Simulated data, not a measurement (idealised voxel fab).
process module | voxel wiring stack
cross-section cut | 270 nm wide | cells 5 nm
A cross-section is a grid of square cells, given in bands from the top down. A band is one or more rows of cells.
Each band's line starts with the height of the band's top and of its bottom, in nm. Then come its materials from left to right, each with its width in nm. One material with "throughout" fills the band from edge to edge. "air" is empty space.
Height 0 is the level under which the wafer as received is all one material. The lowest band goes on downwards, as in "0 down".
A width such as "30 to 40" changes by the same amount from each row of cells to the next, from the band's top row to its bottom row.
"no change" after a step means that no cell of the cross-section changed.
closed voids: empty space of 8 cells or more with no open way to the top, each as width x height at its distance from the left edge, in nm
after a step's settings: what the simulator itself notes on the step
overlay nm, on a step with a mask: how far to the right of its planned place the mask lay; to the left if negative
plan
1 op RECEIVE | material Si
2 op CONFORMAL_DEP | material SiO2 | thk nm 15
3 op CONFORMAL_DEP | material SiN | thk nm 5
4 op DIRECTIONAL_DEP | material lowk | thk nm 25
5 op DIRECTIONAL_DEP | material aC | thk nm 15
6 op PATTERN | tone open | mask id METAL_1 | material resist | width nm 30 | pitch nm 50 | thk nm 30 | overlay nm 0
7 op DIRECTIONAL_ETCH | etch materials aC | depth nm 15
8 op STRIP | etch materials resist
9 op DIRECTIONAL_ETCH | etch materials lowk | depth nm 25
10 op DIRECTIONAL_ETCH | etch materials SiN | depth nm 5
11 op STRIP | etch materials aC
12 op CONFORMAL_DEP | material TiN | thk nm 5
13 op FILL_DEP | material Cu | thk nm 10
14 op CMP | height nm 45
15 op CONFORMAL_DEP | material SiCN | thk nm 5
16 op DIRECTIONAL_DEP | material SiO2 | thk nm 15
17 op DIRECTIONAL_DEP | material aC | thk nm 15
18 op PATTERN | tone open | mask id PLUG_1 | material resist | width nm 15 | pitch nm 50 | thk nm 30 | overlay nm 0
19 op DIRECTIONAL_ETCH | etch materials aC | depth nm 15
20 op STRIP | etch materials resist
21 op DIRECTIONAL_ETCH | etch materials SiO2 | depth nm 15
22 op DIRECTIONAL_ETCH | etch materials SiCN | depth nm 5
23 op STRIP | etch materials aC
24 op CONFORMAL_DEP | material TiN | thk nm 5
25 op FILL_DEP | material W | thk nm 5
26 op CMP | height nm 65
27 op DIRECTIONAL_DEP | material TiN | thk nm 5
28 op DIRECTIONAL_DEP | material Ru | thk nm 20
29 op MASKED_ETCH | tone cover | mask id METAL_2 | width nm 30 | pitch nm 50 | etch materials Ru | depth nm 20 | overlay nm 0
30 op MASKED_ETCH | tone cover | mask id METAL_2 | width nm 30 | pitch nm 50 | etch materials TiN | depth nm 5 | overlay nm 0
31 op FILL_DEP | material lowk | thk nm 10
32 op CMP | height nm 90
33 op CONFORMAL_DEP | material SiCN | thk nm 5
34 op DIRECTIONAL_DEP | material SiO2 | thk nm 15
35 op DIRECTIONAL_DEP | material aC | thk nm 15
36 op PATTERN | tone open | mask id PLUG_2 | material resist | width nm 15 | thk nm 30 | overlay nm 0
37 op DIRECTIONAL_ETCH | etch materials aC | depth nm 15
38 op STRIP | etch materials resist
39 op DIRECTIONAL_ETCH | etch materials SiO2 | depth nm 15
40 op DIRECTIONAL_ETCH | etch materials SiCN | depth nm 5
41 op STRIP | etch materials aC
42 op CONFORMAL_DEP | material TiN | thk nm 5
43 op FILL_DEP | material W | thk nm 5
44 op CMP | height nm 110
45 op DIRECTIONAL_DEP | material TiN | thk nm 5
46 op DIRECTIONAL_DEP | material Ru | thk nm 15
47 op PATTERN | tone cover | mask id METAL_3 | material resist | width nm 30 | pitch nm 50 | thk nm 15 | overlay nm 0
48 op DIRECTIONAL_ETCH | etch materials Ru | depth nm 15
49 op DIRECTIONAL_ETCH | etch materials TiN | depth nm 5
50 op STRIP | etch materials resist
51 op CONFORMAL_DEP | material SiCN | thk nm 5
52 op FILL_DEP | material lowk | thk nm 10
53 op CMP | height nm 130
54 op CONFORMAL_DEP | material SiCN | thk nm 5
as received, after step 1
  0 down: Si throughout
  closed voids: none
a wafer at the end: this start, this plan, one mistake
  135 to 130: SiCN throughout
  130 to 115: lowk 90 | SiCN 5 | Ru 30 | SiCN 5 | lowk 10 | SiCN 5 | Ru 30 | SiCN 5 | lowk 90
  115 to 110: SiCN 95 | TiN 30 | SiCN 20 | TiN 30 | SiCN 95
  110 to 95: SiO2 95 | TiN 5 | W 5 | TiN 5 | SiO2 160
  95 to 90: SiCN 95 | TiN 15 | SiCN 160
  90 to 80: lowk throughout
  80 to 60: lowk 95 | Ru 30 | lowk 20 | Ru 30 | lowk 95
  60 to 55: lowk 95 | TiN 30 | lowk 20 | TiN 30 | lowk 95
  55 to 50: SiO2 95 | TiN 5 | W 5 | TiN 5 | SiO2 35 | TiN 5 | W 5 | TiN 5 | SiO2 110
  50 to 45: SiCN 95 | TiN 15 | SiCN 35 | TiN 15 | SiCN 110
  45 to 20: lowk 95 | TiN 5 | Cu 20 | TiN 5 | lowk 20 | TiN 5 | Cu 20 | TiN 5 | lowk 95
  20 to 15: SiN 95 | TiN 30 | SiN 20 | TiN 30 | SiN 95
  15 to 0: SiO2 throughout
  0 down: Si throughout
  closed voids: none
what went wrong: step 26 ran as: op CMP | height nm 55
